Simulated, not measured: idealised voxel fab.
The process module presented herein is designated voxel double patterning.
This is section cut - it's 175 nm across, gridded in 5 nm square cells.
Each cross-section below is a grid of square cells, stated as bands in top-down order, with one or more rows of cells making up each band.
Heights first: top, then bottom, in nm. Then materials, left to right, each with a width in nm. "throughout" on a single material: fills the band edge to edge. "air": empty space.
Convention: height 0 is the level below which the wafer, as received, is all one material. The lowest band does not terminate at the bottom but continues downward, represented as "0 and below".
Top row gets the first number, bottom row gets the second, and each row in between changes by the same step: that is how a band width like "30..40" works.
Any step labelled "left unchanged" changed none of the cells in the cross-section.
Entry "Fully enclosed voids" = empty spaces >= 8 cells with no open way to the top; each as width x height at distance, distance from left edge, all nm.
Formally, on a step line, whatever follows the settings is a remark that the simulator itself makes on the step.
overlay nm: mask right of planned place by this much (step with mask). Neg. = left.
This section lists the process steps that were planned
| 1 | op RECEIVE | material Si |
| 2 | op CONFORMAL_DEP | material SiO2 | thk nm 5 |
| 3 | op DIRECTIONAL_DEP | material W | thk nm 10 |
| 4 | op DIRECTIONAL_DEP | material SiCN | thk nm 10 |
| 5 | op DIRECTIONAL_DEP | material aC | thk nm 10 |
| 6 | op PATTERN | tone open | mask id FIRST | material resist | width nm 15 | pitch nm 50 | thk nm 30 | overlay nm 0 |
| 7 | op DIRECTIONAL_ETCH | etch materials aC | depth nm 10 |
| 8 | op STRIP | etch materials resist |
| 9 | op DIRECTIONAL_ETCH | etch materials SiCN | depth nm 10 |
| 10 | op STRIP | etch materials aC |
| 11 | op PATTERN | tone open | mask id SECOND | material resist | width nm 15 | thk nm 20 | overlay nm 0 |
| 12 | op DIRECTIONAL_ETCH | etch materials SiCN | depth nm 10 |
| 13 | op STRIP | etch materials resist |
| 14 | op DIRECTIONAL_ETCH | etch materials W | depth nm 10 |
| 15 | op STRIP | etch materials SiCN |
Step 1 complete: cross-section of the wafer as received
  0 and below = Si throughout
  Fully enclosed voids: none
One mistake in running the module, otherwise start and plan as above: cross-section at the end
  10 down to 0 = W 55  air 15  W 10  air 15  W 10  air 15  W 55
  0 and below = Si throughout
  Fully enclosed voids: none
Diagnosis: with respect to the plan, step 2 was omitted and not executed
